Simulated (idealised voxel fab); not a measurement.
Module name: voxel tone inversion (process module)
The width of the displayed cross-section, cut, is 175 nm; its cells are square, with a size of 5 nm.
Cross-section, as written here: a square-cell grid given band by band from the top down, where a band holds one or more rows of cells.
Quick guide to a band line: top height, bottom height (nm) up front; then every material left to right with its width in nm. Only one material and it's marked "throughout"? Then it fills the band edge to edge. And "air" just means empty space.
Below 0: as-received wafer, all one material; heights counted from there. Lowest band: no bottom, goes on down, written "z 0 and below".
The notation "30..40" denotes a width that varies across the rows of cells in the band, beginning at the first number in the top row, finishing at the second number in the bottom row, and changing by an identical amount from each row to the next.
Step marked "no alteration"? Then no cell in the cross-section changed in it.
"Sealed cavities" enumerates empty spaces isolated from the top, with no open way to it, that contain at least 8 cells, giving each as width x height at distance from the left edge, all three in nm.
Whatever follows a step's settings on its line is a remark the simulator itself makes about that step.
A step's line can hold "overlay nm"; with a mask on that step, the setting says how far right of the planned place the mask lay, while a negative setting says it lay to the left.
The steps planned for the process are as follows:
1,RECEIVE with material Si
2,CONFORMAL_DEP with material SiCN, thk nm 10
3,DIRECTIONAL_DEP with material polySi, thk nm 25
4,PATTERN with tone cover, mask id POSTS, material resist, width nm 25, pitch nm 45, thk nm 30, overlay nm 0
5,DIRECTIONAL_ETCH with etch materials polySi, depth nm 25
6,STRIP with etch materials resist
7,FILL_DEP with material lowk, thk nm 5
8,CMP with height nm 35
9,STRIP with etch materials polySi
Shown in cross-section is the wafer as received, that is, as it stands after step 1:
* z 0 and below: Si throughout
* Sealed cavities: none
Module complete, cross-section. Starting point and plan per above. One mistake made in running the module:
* z 35 to 10: lowk (20) / air (25) / lowk (20) / air (25) / lowk (20) / air (25) / lowk (40)
* z 10 to 0: SiCN throughout
* z 0 and below: Si throughout
* Sealed cavities: none
Against the plan, the run slipped here: the process deviated at step 4: the operation and settings actually run there were PATTERN with tone cover, mask id POSTS, material resist, width nm 25, pitch nm 45, thk nm 30, overlay nm -10
